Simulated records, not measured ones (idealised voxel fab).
The following process module bears the name voxel transistor to metal.
Shown is cross-section cut, with a width of 160 nm and square cells of size 5 nm.
Cross-section format: a grid of square cells, given as bands from top to bottom; each band is one or more rows of cells. Heads up on the band format: heights come first, top then bottom, in nm. After that it's the materials left to right, each with its width in nm. A single material flagged "edge to edge" fills the whole band edge to edge, and "empty" means there's empty space there. Where do heights start? At 0: under that level the wafer as delivered is made of one material only. And the lowest band has no floor; it just carries on downward, as in "z 0 and below". When a width is written as two numbers, as in "30..40", the first number is the width in the top row of cells of the band and the second is the width in its bottom row, and the width changes by the same amount from each row to the next. The cross-section has no changed cell in any step marked "same as before". Voids not open to the top, 8 cells minimum: see "Enclosed internal voids". Written width x height at distance; distance is from the left edge; nm. What comes after the settings on a step's line is commentary from the simulator itself on that step. overlay nm: for a step with a mask, the amount by which the mask lay right of where it was planned; a negative amount means left of it.

### This section lists the process steps that were planned
- 1: RECEIVE [material Si]
- 2: OXIDIZE [depth nm 5]
- 3: CONFORMAL_DEP [material SiN] [thk nm 10]
- 4: MASKED_ETCH [tone cover] [mask id ACTIVE] [width nm 110] [etch materials SiN] [depth nm 10] [overlay nm 0]
- 5: MASKED_ETCH [tone cover] [mask id ACTIVE] [width nm 110] [etch materials SiO2] [depth nm 5] [overlay nm 0]
- 6: MASKED_ETCH [tone cover] [mask id ACTIVE] [width nm 110] [etch materials Si] [depth nm 35] [overlay nm 0]
- 7: FILL_DEP [material SiO2] [thk nm 15]
- 8: CMP [height nm 10]
- 9: SELECTIVE_ETCH [etch materials SiO2] [depth nm 5]
- 10: STRIP [etch materials SiN]
- 11: SELECTIVE_ETCH [etch materials SiO2] [depth nm 5]
- 12: OXIDIZE [depth nm 5]
- 13: DIRECTIONAL_DEP [material polySi] [thk nm 30]
- 14: DIRECTIONAL_DEP [material SiCN] [thk nm 15]
- 15: DIRECTIONAL_DEP [material aC] [thk nm 15]
- 16: PATTERN [tone cover] [mask id GATE] [material resist] [width nm 20] [thk nm 30] [overlay nm 0]
- 17: DIRECTIONAL_ETCH [etch materials aC] [depth nm 15]
- 18: STRIP [etch materials resist]
- 19: DIRECTIONAL_ETCH [etch materials SiCN] [depth nm 25]
- 20: DIRECTIONAL_ETCH [etch materials polySi] [depth nm 40]
- 21: STRIP [etch materials aC]
- 22: CONFORMAL_DEP [material SiO2] [thk nm 5]
- 23: DIRECTIONAL_ETCH [etch materials SiO2] [depth nm 5]
- 24: CONFORMAL_DEP [material SiN] [thk nm 5]
- 25: DIRECTIONAL_ETCH [etch materials SiN] [depth nm 5]
- 26: DIRECTIONAL_ETCH [etch materials SiO2] [depth nm 5]
- 27: DIRECTIONAL_ETCH [etch materials Si] [depth nm 10]
- 28: EPI [material SiGe] [thk nm 15]
- 29: FILL_DEP [material SiO2] [thk nm 5]
- 30: CMP [height nm 40]
- 31: DIRECTIONAL_DEP [material SiO2] [thk nm 10]
- 32: DIRECTIONAL_DEP [material aC] [thk nm 10]
- 33: PATTERN [tone open] [mask id CONTACT] [material resist] [width nm 20] [pitch nm 70] [thk nm 30] [overlay nm 0]
- 34: DIRECTIONAL_ETCH [etch materials aC] [depth nm 10]
- 35: STRIP [etch materials resist]
- 36: DIRECTIONAL_ETCH [etch materials SiO2] [depth nm 45]
- 37: STRIP [etch materials aC]
- 38: CONFORMAL_DEP [material TiN] [thk nm 5]
- 39: FILL_DEP [material W] [thk nm 10]
- 40: CMP [height nm 50]
- 41: CONFORMAL_DEP [material SiCN] [thk nm 5]
- 42: DIRECTIONAL_DEP [material lowk] [thk nm 15]
- 43: DIRECTIONAL_DEP [material aC] [thk nm 15]
- 44: PATTERN [tone open] [mask id METAL_1] [material resist] [width nm 20] [pitch nm 70] [thk nm 35] [overlay nm 0]
- 45: DIRECTIONAL_ETCH [etch materials aC] [depth nm 15]
- 46: STRIP [etch materials resist]
- 47: DIRECTIONAL_ETCH [etch materials lowk] [depth nm 15]
- 48: DIRECTIONAL_ETCH [etch materials SiCN] [depth nm 5]
- 49: STRIP [etch materials aC]
- 50: CONFORMAL_DEP [material TiN] [thk nm 5]
- 51: FILL_DEP [material Cu] [thk nm 5]
- 52: CMP [height nm 70]
- 53: CONFORMAL_DEP [material SiCN] [thk nm 5]
- 54: DIRECTIONAL_DEP [material SiO2] [thk nm 30]
- 55: MASKED_ETCH [tone open] [mask id METAL_2] [width nm 20] [pitch nm 70] [etch materials SiO2] [depth nm 20] [overlay nm 0]
- 56: PATTERN [tone open] [mask id METAL_2_HOLES] [material resist] [width nm 15] [pitch nm 70] [thk nm 15] [overlay nm 0]
- 57: DIRECTIONAL_ETCH [etch materials SiO2] [depth nm 10]
- 58: DIRECTIONAL_ETCH [etch materials SiCN] [depth nm 5]
- 59: STRIP [etch materials resist]
- 60: CONFORMAL_DEP [material TiN] [thk nm 5]
- 61: FILL_DEP [material Cu] [thk nm 5]
- 62: CMP [height nm 105]
- 63: CONFORMAL_DEP [material SiN] [thk nm 5]

### The cross-section here shows the wafer as received, i.e. in its state after step 1
z 0 and below | Si edge to edge
Enclosed internal voids: none

### Post-module cross-section: identical start and plan to those above, one misstep in execution
z 110 to 105 | SiN edge to edge
z 105 to 90 | 35 nm SiO2; 5 nm TiN; 10 nm Cu; 5 nm TiN; 50 nm SiO2; 5 nm TiN; 10 nm Cu; 5 nm TiN; 35 nm SiO2
z 90 to 85 | 35 nm SiO2; 5 nm TiN; 5 nm Cu; 10 nm TiN; 50 nm SiO2; 5 nm TiN; 5 nm Cu; 10 nm TiN; 35 nm SiO2
z 85 to 75 | 35 nm SiO2; 5 nm TiN; 5 nm Cu; 5 nm TiN; 55 nm SiO2; 5 nm TiN; 5 nm Cu; 5 nm TiN; 40 nm SiO2
z 75 to 70 | 35 nm SiCN; 15 nm TiN; 55 nm SiCN; 15 nm TiN; 40 nm SiCN
z 70 to 55 | 35 nm lowk; 5 nm TiN; 10 nm Cu; 5 nm TiN; 50 nm lowk; 5 nm TiN; 10 nm Cu; 5 nm TiN; 35 nm lowk
z 55 to 50 | 35 nm SiCN; 20 nm TiN; 50 nm SiCN; 20 nm TiN; 35 nm SiCN
z 50 to 40 | 35 nm SiO2; 5 nm TiN; 10 nm W; 5 nm TiN; 50 nm SiO2; 5 nm TiN; 10 nm W; 5 nm TiN; 35 nm SiO2
z 40 to 30 | 35 nm SiO2; 5 nm TiN; 10 nm W; 5 nm TiN; 5 nm SiO2; 5 nm SiN; 5 nm SiO2; 20 nm SiCN; 5 nm SiO2; 5 nm SiN; 5 nm SiO2; 5 nm TiN; 10 nm W; 5 nm TiN; 35 nm SiO2
z 30 to 10 | 35 nm SiO2; 5 nm TiN; 10 nm W; 5 nm TiN; 5 nm SiO2; 5 nm SiN; 5 nm SiO2; 20 nm polySi; 5 nm SiO2; 5 nm SiN; 5 nm SiO2; 5 nm TiN; 10 nm W; 5 nm TiN; 35 nm SiO2
z 10 to 5 | 35 nm SiO2; 20 nm TiN; 5 nm SiO2; 5 nm SiN; 5 nm SiO2; 20 nm polySi; 5 nm SiO2; 5 nm SiN; 5 nm SiO2; 20 nm TiN; 35 nm SiO2
z 5 to 0 | 25 nm SiO2; 35 nm SiGe; 5 nm SiN; 5 nm SiO2; 20 nm polySi; 5 nm SiO2; 5 nm SiN; 35 nm SiGe; 25 nm SiO2
z 0 to -5 | 25 nm SiO2; 5 nm SiN; 30 nm SiGe; 5 nm SiN; 5 nm SiO2; 20 nm polySi; 5 nm SiO2; 5 nm SiN; 30 nm SiGe; 5 nm SiN; 25 nm SiO2
z -5 to -10 | 30 nm SiO2; 30 nm SiGe; 40 nm SiO2; 30 nm SiGe; 30 nm SiO2
z -10 to -20 | 25 nm SiO2; 5 nm Si; 30 nm SiGe; 40 nm Si; 30 nm SiGe; 5 nm Si; 25 nm SiO2
z -20 to -40 | 25 nm SiO2; 110 nm Si; 25 nm SiO2
z -40 and below | Si edge to edge
Enclosed internal voids: none
The plan and the run diverged here: step 13 did not use the planned setting and instead ran as DIRECTIONAL_DEP [material polySi] [thk nm 35]
